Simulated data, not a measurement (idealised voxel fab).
process module | voxel self aligned vias
cross-section cut | 265 nm wide | cells 5 nm
A cross-section is a grid of square cells, given in bands from the top down. A band is one or more rows of cells.
Each band's line starts with the height of the band's top and of its bottom, in nm. Then come its materials from left to right, each with its width in nm. One material with "throughout" fills the band from edge to edge. "air" is empty space.
Height 0 is the level under which the wafer as received is all one material. The lowest band goes on downwards, as in "0 down".
A width such as "30 to 40" changes by the same amount from each row of cells to the next, from the band's top row to its bottom row.
"no change" after a step means that no cell of the cross-section changed.
closed voids: empty space of 8 cells or more with no open way to the top, each as width x height at its distance from the left edge, in nm
after a step's settings: what the simulator itself notes on the step
overlay nm, on a step with a mask: how far to the right of its planned place the mask lay; to the left if negative
plan
1 op RECEIVE | material Si
2 op CONFORMAL_DEP | material SiO2 | thk nm 15
3 op CONFORMAL_DEP | material SiCN | thk nm 5
4 op DIRECTIONAL_DEP | material lowk | thk nm 25
5 op DIRECTIONAL_DEP | material aC | thk nm 10
6 op PATTERN | tone open | mask id LINES | material resist | width nm 30 | pitch nm 80 | thk nm 30 | overlay nm 0
7 op DIRECTIONAL_ETCH | etch materials aC | depth nm 10
8 op STRIP | etch materials resist
9 op DIRECTIONAL_ETCH | etch materials lowk | depth nm 25
10 op STRIP | etch materials aC
11 op CONFORMAL_DEP | material TiN | thk nm 5
12 op FILL_DEP | material Ru | thk nm 10
13 op CMP | height nm 45
14 op SELECTIVE_ETCH | etch materials W Ru TiN | depth nm 10
15 op FILL_DEP | material SiN | thk nm 5
16 op CMP | height nm 45
17 op DIRECTIONAL_DEP | material lowk | thk nm 15
18 op DIRECTIONAL_DEP | material aC | thk nm 10
19 op PATTERN | tone open | mask id VIAS | material resist | width nm 50 | pitch nm 160 | thk nm 30 | overlay nm 0
20 op DIRECTIONAL_ETCH | etch materials aC | depth nm 10
21 op STRIP | etch materials resist
22 op DIRECTIONAL_ETCH | etch materials lowk | depth nm 15
23 op DIRECTIONAL_ETCH | etch materials SiN | depth nm 10
24 op STRIP | etch materials aC
25 op CONFORMAL_DEP | material TiN | thk nm 5
26 op FILL_DEP | material Cu | thk nm 10
27 op CMP | height nm 60
28 op CONFORMAL_DEP | material SiCN | thk nm 5
as received, after step 1
  0 down: Si throughout
  closed voids: none
first wafer at the end, as planned
  65 to 60: SiCN throughout
  60 to 50: lowk 25 | TiN 5 | Cu 40 | TiN 5 | lowk 110 | TiN 5 | Cu 40 | TiN 5 | lowk 30
  50 to 45: lowk 25 | TiN 15 | Cu 20 | TiN 15 | lowk 110 | TiN 15 | Cu 20 | TiN 15 | lowk 30
  45 to 40: lowk 35 | TiN 5 | Cu 20 | TiN 5 | lowk 50 | SiN 30 | lowk 50 | TiN 5 | Cu 20 | TiN 5 | lowk 40
  40 to 35: lowk 35 | TiN 30 | lowk 50 | SiN 30 | lowk 50 | TiN 30 | lowk 40
  35 to 25: lowk 35 | TiN 5 | Ru 20 | TiN 5 | lowk 50 | TiN 5 | Ru 20 | TiN 5 | lowk 50 | TiN 5 | Ru 20 | TiN 5 | lowk 40
  25 to 20: lowk 35 | TiN 30 | lowk 50 | TiN 30 | lowk 50 | TiN 30 | lowk 40
  20 to 15: SiCN throughout
  15 to 0: SiO2 throughout
  0 down: Si throughout
  closed voids: none
second wafer at the end: like start, like plan, one mistake
  65 to 60: SiCN throughout
  60 to 50: lowk 25 | TiN 5 | Cu 40 | TiN 5 | lowk 110 | TiN 5 | Cu 40 | TiN 5 | lowk 30
  50 to 45: lowk 25 | TiN 5 | Cu 20 | TiN 25 | lowk 110 | TiN 5 | Cu 20 | TiN 25 | lowk 30
  45 to 40: lowk 25 | TiN 5 | Cu 20 | TiN 5 | lowk 50 | SiN 30 | lowk 50 | TiN 5 | Cu 20 | TiN 5 | lowk 50
  40 to 35: lowk 25 | TiN 30 | lowk 50 | SiN 30 | lowk 50 | TiN 30 | lowk 50
  35 to 25: lowk 25 | TiN 5 | Ru 20 | TiN 5 | lowk 50 | TiN 5 | Ru 20 | TiN 5 | lowk 50 | TiN 5 | Ru 20 | TiN 5 | lowk 50
  25 to 20: lowk 25 | TiN 30 | lowk 50 | TiN 30 | lowk 50 | TiN 30 | lowk 50
  20 to 15: SiCN throughout
  15 to 0: SiO2 throughout
  0 down: Si throughout
  closed voids: none
what went wrong: step 6 ran as: op PATTERN | tone open | mask id LINES | material resist | width nm 30 | pitch nm 80 | thk nm 30 | overlay nm -10
at the end the second wafer has, in cells: as many of each material as the first, in other places
